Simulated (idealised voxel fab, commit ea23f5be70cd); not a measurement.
The process module that follows is named voxel local oxidation.
The cross-section shown here is cut; it is 275 nm wide and divided into square cells measuring 5 nm on a side.
When this document writes out a cross-section, it uses a grid of square cells and lists it as bands, beginning at the top and moving down, with a band standing for one or more rows of cells.
Heights first: top, then bottom, in nm. Then materials, left to right, each with a width in nm. "all across" on a single material: fills the band edge to edge. "air": empty space.
Convention: height 0 is the level below which the wafer, as received, is all one material. The lowest band does not terminate at the bottom but continues downward, represented as "0 down".
Per-row width for "30->40": begins at first number (top row of band), ends at second number (bottom row), increment between rows held constant.
"remained the same" means the step left every cell of the cross-section as it was.
What "Enclosed internal voids" gives you is every empty space of 8 cells or more that is cut off from the top. Each appears as width x height at distance, with the distance taken from the left edge and width, height and distance all in nm.
Post-settings text on a step line: simulator's own remark regarding the step.
The setting "overlay nm" may be written on the line of a step. When the step uses a mask, the value reports how far to the right of the planned place the mask lay, and a negative value reports that it lay to the left.
### The steps planned for the process are as follows
1: RECEIVE (material Si)
2: CONFORMAL_DEP (material SiO2; thk nm 5)
3: CONFORMAL_DEP (material SiN; thk nm 15)
4: PATTERN (tone cover; mask id ACTIVE; material resist; width nm 95; pitch nm 130; thk nm 20; overlay nm 0)
5: DIRECTIONAL_ETCH (etch materials SiN; depth nm 15)
6: STRIP (etch materials resist)
7: SELECTIVE_ETCH (etch materials SiO2; depth nm 5)
8: OXIDIZE (depth nm 15)
9: STRIP (etch materials SiN)
What sets these wafers apart? The thk nm at step 2. They all start alike, and the plan carries the first wafer's value.
### Sectional view: first of several wafers, as received, after step 1
    0 down  Si all across
    Enclosed internal voids: none
### Table: wafers, a row each; end-of-module cell change per material since receipt, gain (+), loss (-); then closed voids
thk nm 5; -99 Si; +133 SiO2; Enclosed internal voids: none
thk nm 10; +89 SiO2; Enclosed internal voids: none
thk nm 15; +144 SiO2; Enclosed internal voids: none
thk nm 20; +199 SiO2; Enclosed internal voids: none
